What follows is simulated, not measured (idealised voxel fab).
process module | voxel capacitor over wiring
FYI the section here is cut, 175 nm wide, cells are 5 nm squares.
The cross-sections in this document take the form of a grid made of square cells. They are written out as bands, in order from top to bottom. Each band consists of one or more rows of cells.
The band entry comprises the height of the band's top followed by the height of its bottom, expressed in nm, and subsequently the band's materials from left to right, each stated together with its width in nm. Where a single material is marked with the word "full width", that material fills the band from edge to edge. The word "air" represents empty space.
Basically, 0 is our baseline, since under it the wafer straight out of the box is all one material. The bottom band has no lower end and keeps on going down, so it looks like "z 0 and below".
Quick explanation for "30->40": the width changes in equal steps down the rows of cells, from the first number in the band's top row to the second number in its bottom row.
"no modifications" means the step left every cell of the cross-section as it was.
Heads up: "Trapped void list" only lists the empty pockets with no open path to the top that are 8 cells or more, and it writes them as width x height at distance, distance from the left edge, in nm.
Step line, after settings: the simulator's comment on this step.
overlay nm: where the mask lay relative to plan, measured to the right, on steps with a mask; negatives go left.

Process steps foreseen in the plan:
1 RECEIVE | material Si
2 CONFORMAL_DEP | material SiO2 | thk nm 10
3 CONFORMAL_DEP | material SiN | thk nm 5
4 DIRECTIONAL_DEP | material lowk | thk nm 25
5 MASKED_ETCH | tone open | mask id METAL_1 | width nm 20 | pitch nm 75 | etch materials lowk | depth nm 25 | overlay nm 0
6 MASKED_ETCH | tone open | mask id METAL_1 | width nm 20 | pitch nm 75 | etch materials SiN | depth nm 5 | overlay nm 0
7 CONFORMAL_DEP | material TiN | thk nm 5
8 FILL_DEP | material Cu | thk nm 10
9 CMP | height nm 40
10 EPI | material Ru | thk nm 5
11 FILL_DEP | material SiCN | thk nm 5
12 DIRECTIONAL_DEP | material lowk | thk nm 20
13 PATTERN | tone open | mask id PLUG_1 | material resist | width nm 15 | thk nm 15 | overlay nm 0
14 DIRECTIONAL_ETCH | etch materials lowk | depth nm 20
15 DIRECTIONAL_ETCH | etch materials SiCN | depth nm 5
16 STRIP | etch materials resist
17 CONFORMAL_DEP | material TiN | thk nm 5
18 FILL_DEP | material Cu | thk nm 10
19 CMP | height nm 70
20 DIRECTIONAL_DEP | material TiN | thk nm 10
21 DIRECTIONAL_DEP | material SiN | thk nm 5
22 DIRECTIONAL_DEP | material TiN | thk nm 10
23 DIRECTIONAL_DEP | material aC | thk nm 15
24 PATTERN | tone cover | mask id UPPER_PLATE | material resist | width nm 60 | thk nm 35 | overlay nm 0
25 DIRECTIONAL_ETCH | etch materials aC | depth nm 15
26 STRIP | etch materials resist
27 DIRECTIONAL_ETCH | etch materials TiN | depth nm 10
28 DIRECTIONAL_ETCH | etch materials SiN | depth nm 5
29 STRIP | etch materials aC
30 DIRECTIONAL_DEP | material aC | thk nm 15
31 PATTERN | tone cover | mask id LOWER_PLATE | material resist | width nm 70 | thk nm 30 | overlay nm 0
32 DIRECTIONAL_ETCH | etch materials aC | depth nm 15
33 STRIP | etch materials resist
34 DIRECTIONAL_ETCH | etch materials TiN | depth nm 10
35 STRIP | etch materials aC
36 FILL_DEP | material SiO2 | thk nm 15
37 CMP | height nm 105
38 MASKED_ETCH | tone open | mask id PLUG_2 | width nm 15 | etch materials SiO2 | depth nm 10 | overlay nm 0
39 CONFORMAL_DEP | material TiN | thk nm 5
40 FILL_DEP | material Ru | thk nm 5
41 CMP | height nm 105
42 CONFORMAL_DEP | material SiCN | thk nm 5

Cross-section of the incoming wafer, state after step 1:
- z 0 and below | Si full width
- Trapped void list: none

Final wafer profile in cross-section after the module, from the same start and plan as above, with one mistake made during processing:
- z 110 to 105 | SiCN full width
- z 105 to 100 | 55 of SiO2, 5 of TiN, 5 of Ru, 5 of TiN, 105 of SiO2
- z 100 to 95 | 55 of SiO2, 15 of TiN, 105 of SiO2
- z 95 to 85 | 45 of SiO2, 60 of TiN, 70 of SiO2
- z 85 to 80 | 45 of SiO2, 60 of SiN, 70 of SiO2
- z 80 to 70 | 45 of SiO2, 65 of TiN, 65 of SiO2
- z 70 to 50 | 45 of lowk, 5 of TiN, 5 of Cu, 5 of TiN, 115 of lowk
- z 50 to 45 | 45 of SiCN, 15 of TiN, 115 of SiCN
- z 45 to 40 | 35 of SiCN, 30 of Ru, 45 of SiCN, 30 of Ru, 35 of SiCN
- z 40 to 15 | 40 of lowk, 5 of TiN, 10 of Cu, 5 of TiN, 55 of lowk, 5 of TiN, 10 of Cu, 5 of TiN, 40 of lowk
- z 15 to 10 | 40 of SiN, 20 of TiN, 55 of SiN, 20 of TiN, 40 of SiN
- z 10 to 0 | SiO2 full width
- z 0 and below | Si full width
- Trapped void list: none
In executing the process, a mistake was made relative to the plan: step 31 did not use the planned setting and instead ran as PATTERN | tone cover | mask id LOWER_PLATE | material resist | width nm 65 | thk nm 30 | overlay nm 0
